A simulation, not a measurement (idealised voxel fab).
Process module in this document: voxel double patterning
We display cut, a cross-section 240 nm in width whose square cells are each 5 nm.
Square cells in a grid make up a cross-section in this document, and the grid is given as bands, listed from the top down, each one or more rows of cells. This entry defines a band. It first specifies the height of the band's top and the height of its bottom in nm, and then specifies the band's materials from left to right, stating each material with its width in nm. The word "all across" identifies a single material that fills the band from edge to edge, while the word "blank" identifies empty space. Zero point of the height axis is 0; under it, received wafer = one material. Lowest band: continues down indefinitely, "z 0 and below". Read "30 to 40" as a graded width: first number on top, second number at the bottom, same change between each pair of neighbouring rows. You'll sometimes find "nothing was modified" written for a step, and that's the way of saying that nowhere in the cross-section did a cell change during that step. Heads up: "Sealed voids" only lists the empty pockets with no open path to the top that are 8 cells or more, and it writes them as width x height at distance, distance from the left edge, in nm. That trailing text on a step's line, after the settings, is the simulator's own remark on the step. "overlay nm" denotes, for a step that has a mask, the displacement of the mask to the right of its planned place, with negative values corresponding to the left.
STEPS IN THE PROCESS PLAN
1: RECEIVE,material Si
2: CONFORMAL_DEP,material SiO2,thk nm 5
3: DIRECTIONAL_DEP,material TiN,thk nm 20
4: DIRECTIONAL_DEP,material SiN,thk nm 10
5: PATTERN,tone open,mask id FIRST,material resist,width nm 15,pitch nm 50,thk nm 15,overlay nm 0
6: DIRECTIONAL_ETCH,etch materials SiN,depth nm 10
7: STRIP,etch materials resist
8: PATTERN,tone open,mask id SECOND,material resist,width nm 15,thk nm 15,overlay nm 0
9: DIRECTIONAL_ETCH,etch materials SiN,depth nm 10
10: STRIP,etch materials resist
11: DIRECTIONAL_ETCH,etch materials TiN,depth nm 20
12: STRIP,etch materials SiN
Be aware that, although all wafers share a common starting state, the width nm at step 8 differs among them, and the plan displays the first wafer's value.
SO THIS IS THE FIRST OF SEVERAL WAFERS, CROSS-SECTIONED AS IT CAME TO US, MEANING IT'S AT THE END OF STEP 1
* z 0 and below: Si all across
* Sealed voids: none
WAFER ROWS; END OF MODULE; CELLS PER MATERIAL SINCE RECEIPT: (+) GAINED, (-) LOST; THEN CLOSED VOIDS
width nm 15, +48 SiO2, +156 TiN, Sealed voids: none
width nm 20, +48 SiO2, +152 TiN, Sealed voids: none
width nm 25, +48 SiO2, +148 TiN, Sealed voids: none
width nm 30, +48 SiO2, +144 TiN, Sealed voids: none
